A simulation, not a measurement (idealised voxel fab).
process module | voxel self aligned contacts
The cross-section on display is named cut; it measures 205 nm wide, and its cells are 5 nm squares.
Cross-section = grid of square cells, listed top down in bands; band = one or more rows.
For a band, the entry starts with two heights in nm, that of the top and then that of the bottom, and carries on with the band's materials in order from left to right, each alongside its width in nm; the word "throughout" beside a single material means it fills the band edge to edge, and "blank" means empty space.
Zero point of the height axis is 0; under it, received wafer = one material. Lowest band: continues down indefinitely, "0 -> down".
It should be noted that a width expressed as "30..40" varies in equal increments from row to row of cells within the band, taking the value of the first number at the top row and that of the second number at the bottom row.
Step marked "everything unchanged"? Then no cell in the cross-section changed in it.
So "Catalogued sealed voids" is basically the list of trapped voids: any empty space of 8 cells or more that can't reach the top through an opening. They're written width x height at distance, the distance being from the left edge, and it's all nm.
It should be noted that, on the line of a given step, the content following the step's settings is a remark produced by the simulator itself with respect to that step.
"overlay nm", when on a step's line for a step with a mask, measures how far to the right of its planned place the mask lay; a negative measure means to the left.
The planned process steps are enumerated hereunder
| 1 | RECEIVE (material Si) |
| 2 | CONFORMAL_DEP (material SiO2; thk nm 5) |
| 3 | DIRECTIONAL_DEP (material polySi; thk nm 30) |
| 4 | DIRECTIONAL_DEP (material SiN; thk nm 20) |
| 5 | PATTERN (tone cover; mask id GATE; material resist; width nm 30; pitch nm 60; thk nm 20; overlay nm -15) |
| 6 | DIRECTIONAL_ETCH (etch materials SiN; depth nm 20) |
| 7 | DIRECTIONAL_ETCH (etch materials polySi; depth nm 30) |
| 8 | STRIP (etch materials resist) |
| 9 | CONFORMAL_DEP (material SiN; thk nm 5) |
| 10 | DIRECTIONAL_ETCH (etch materials SiN; depth nm 5) |
| 11 | FILL_DEP (material SiO2; thk nm 15) |
| 12 | CMP (height nm 60) |
| 13 | PATTERN (tone open; mask id CONTACT; material resist; width nm 40; thk nm 15; overlay nm 0) |
| 14 | DIRECTIONAL_ETCH (etch materials SiO2; depth nm 60) |
| 15 | STRIP (etch materials resist) |
| 16 | CONFORMAL_DEP (material TiN; thk nm 5) |
| 17 | FILL_DEP (material W; thk nm 10) |
| 18 | CMP (height nm 60) |
| 19 | CONFORMAL_DEP (material SiN; thk nm 5) |
What sets these wafers apart? The overlay nm at step 5. They all start alike, and the plan carries the first wafer's value.
Cross-section, first of several wafers, as delivered after step 1
	0 -> down: Si throughout
	Catalogued sealed voids: none
For your reference, the table is organized with a row per wafer; each row reflects the wafer at the end of the module, indicating for each material the cells gained (+) or lost (-) since receipt, and thereafter its closed voids
overlay nm -15 | +129 SiN | +291 SiO2 | +30 TiN | +11 W | +72 polySi | Catalogued sealed voids: none
overlay nm -10 | +129 SiN | +280 SiO2 | +30 TiN | +22 W | +72 polySi | Catalogued sealed voids: none
overlay nm -5 | +129 SiN | +280 SiO2 | +30 TiN | +22 W | +72 polySi | Catalogued sealed voids: none
overlay nm 0 | +129 SiN | +280 SiO2 | +30 TiN | +22 W | +72 polySi | Catalogued sealed voids: none
overlay nm 5 | +129 SiN | +280 SiO2 | +30 TiN | +22 W | +72 polySi | Catalogued sealed voids: none
overlay nm 10 | +129 SiN | +280 SiO2 | +30 TiN | +22 W | +72 polySi | Catalogued sealed voids: none
overlay nm 15 | +129 SiN | +291 SiO2 | +30 TiN | +11 W | +72 polySi | Catalogued sealed voids: none
